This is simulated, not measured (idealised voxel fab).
Process module under the name voxel transistor to metal
Shown is cross-section cut, with a width of 205 nm and square cells of size 5 nm.
Throughout this document, each cross-section is represented as a grid of square cells and is presented as a sequence of bands enumerated from the top downward, where a band comprises one or more rows of cells.
Band: top and bottom heights (nm) first, top before bottom; then materials from left to right, widths in nm. "full width" marks a sole material filling the band edge to edge. "air" denotes empty space.
Measure heights from 0. That's the level where, below it, the as-received wafer is all one material. The lowest band is bottomless and extends downward; write it as in "z 0 and below".
Per-row width for "30..40": begins at first number (top row of band), ends at second number (bottom row), increment between rows held constant.
The designation "nothing altered", where it is given for a processing step, indicates that no cell of the cross-section was altered in the course of that step.
Closed empty spaces (no open way to the top) of 8 cells or more are what "Enclosed void entries" lists, each as width x height at distance from the left edge, nm for all three.
Read whatever lies past the settings on a step's line as the simulator's own remark about the step.
Among the settings permitted on a step's line is "overlay nm"; applied to a step with a mask, it specifies the extent to which the mask lay to the right of its planned position, whereas a negative figure signifies a position to the left.
[These are the steps we planned for the process]
1 op RECEIVE | material Si
2 op OXIDIZE | depth nm 5
3 op CONFORMAL_DEP | material SiN | thk nm 15
4 op DIRECTIONAL_DEP | material aC | thk nm 10
5 op PATTERN | tone cover | mask id ACTIVE | material resist | width nm 105 | thk nm 30 | overlay nm 0
6 op DIRECTIONAL_ETCH | etch materials aC | depth nm 10
7 op STRIP | etch materials resist
8 op DIRECTIONAL_ETCH | etch materials SiN | depth nm 15
9 op DIRECTIONAL_ETCH | etch materials SiO2 | depth nm 5
10 op DIRECTIONAL_ETCH | etch materials Si | depth nm 35
11 op STRIP | etch materials aC
12 op FILL_DEP | material SiO2 | thk nm 15
13 op CMP | height nm 15
14 op SELECTIVE_ETCH | etch materials SiO2 | depth nm 5
15 op STRIP | etch materials SiN
16 op SELECTIVE_ETCH | etch materials SiO2 | depth nm 5
17 op OXIDIZE | depth nm 5
18 op DIRECTIONAL_DEP | material polySi | thk nm 25
19 op DIRECTIONAL_DEP | material SiCN | thk nm 15
20 op MASKED_ETCH | tone cover | mask id GATE | width nm 25 | etch materials SiCN | depth nm 25 | overlay nm 0
21 op MASKED_ETCH | tone cover | mask id GATE | width nm 25 | etch materials polySi | depth nm 35 | overlay nm 0
22 op CONFORMAL_DEP | material SiN | thk nm 5
23 op DIRECTIONAL_ETCH | etch materials SiN | depth nm 5
24 op DIRECTIONAL_ETCH | etch materials SiO2 | depth nm 5
25 op EPI | material SiGe | thk nm 5
26 op FILL_DEP | material SiO2 | thk nm 5
27 op CMP | height nm 35
28 op DIRECTIONAL_DEP | material SiO2 | thk nm 10
29 op MASKED_ETCH | tone open | mask id CONTACT | width nm 30 | pitch nm 65 | etch materials SiO2 | depth nm 50 | overlay nm 0
30 op CONFORMAL_DEP | material TiN | thk nm 5
31 op FILL_DEP | material W | thk nm 5
32 op CMP | height nm 45
33 op DIRECTIONAL_DEP | material TiN | thk nm 5
34 op DIRECTIONAL_DEP | material W | thk nm 25
35 op MASKED_ETCH | tone cover | mask id METAL_1 | width nm 15 | pitch nm 80 | etch materials W | depth nm 25 | overlay nm 0
36 op MASKED_ETCH | tone cover | mask id METAL_1 | width nm 15 | pitch nm 80 | etch materials TiN | depth nm 5 | overlay nm 0
37 op FILL_DEP | material lowk | thk nm 5
38 op CMP | height nm 75
39 op CONFORMAL_DEP | material SiCN | thk nm 5
40 op DIRECTIONAL_DEP | material lowk | thk nm 25
41 op DIRECTIONAL_DEP | material aC | thk nm 15
42 op PATTERN | tone open | mask id METAL_2 | material resist | width nm 15 | pitch nm 80 | thk nm 30 | overlay nm 0
43 op DIRECTIONAL_ETCH | etch materials aC | depth nm 15
44 op STRIP | etch materials resist
45 op DIRECTIONAL_ETCH | etch materials lowk | depth nm 15
46 op STRIP | etch materials aC
47 op DIRECTIONAL_DEP | material aC | thk nm 10
48 op PATTERN | tone open | mask id METAL_2_HOLES | material resist | width nm 15 | pitch nm 80 | thk nm 30 | overlay nm 0
49 op DIRECTIONAL_ETCH | etch materials aC | depth nm 10
50 op STRIP | etch materials resist
51 op DIRECTIONAL_ETCH | etch materials lowk | depth nm 10
52 op DIRECTIONAL_ETCH | etch materials SiCN | depth nm 5
53 op STRIP | etch materials aC
54 op CONFORMAL_DEP | material TiN | thk nm 5
55 op FILL_DEP | material Cu | thk nm 5
56 op CMP | height nm 105
57 op CONFORMAL_DEP | material SiCN | thk nm 5
varied across the wafers: width nm of step 48. The plan shows the first wafer's value. All wafers start alike
[As-received state after step 1, first of several wafers, cross-section]
* z 0 and below | Si full width
* Enclosed void entries: none
[Below is a per-wafer table. In it, each row describes the wafer at the end of the module by giving, for each material, the number of cells gained (+) or lost (-) since the wafer was received, and after that the closed voids of the wafer]
width nm 15 | +10 Cu | -202 Si | +91 SiCN | +14 SiGe | +20 SiN | +377 SiO2 | +80 TiN | +102 W | +385 lowk | +25 polySi | Enclosed void entries: none
width nm 20 | +12 Cu | -202 Si | +91 SiCN | +14 SiGe | +20 SiN | +377 SiO2 | +82 TiN | +102 W | +381 lowk | +25 polySi | Enclosed void entries: none
width nm 25 | +14 Cu | -202 Si | +91 SiCN | +14 SiGe | +20 SiN | +377 SiO2 | +84 TiN | +102 W | +377 lowk | +25 polySi | Enclosed void entries: none
width nm 30 | +16 Cu | -202 Si | +91 SiCN | +14 SiGe | +20 SiN | +377 SiO2 | +86 TiN | +102 W | +373 lowk | +25 polySi | Enclosed void entries: none
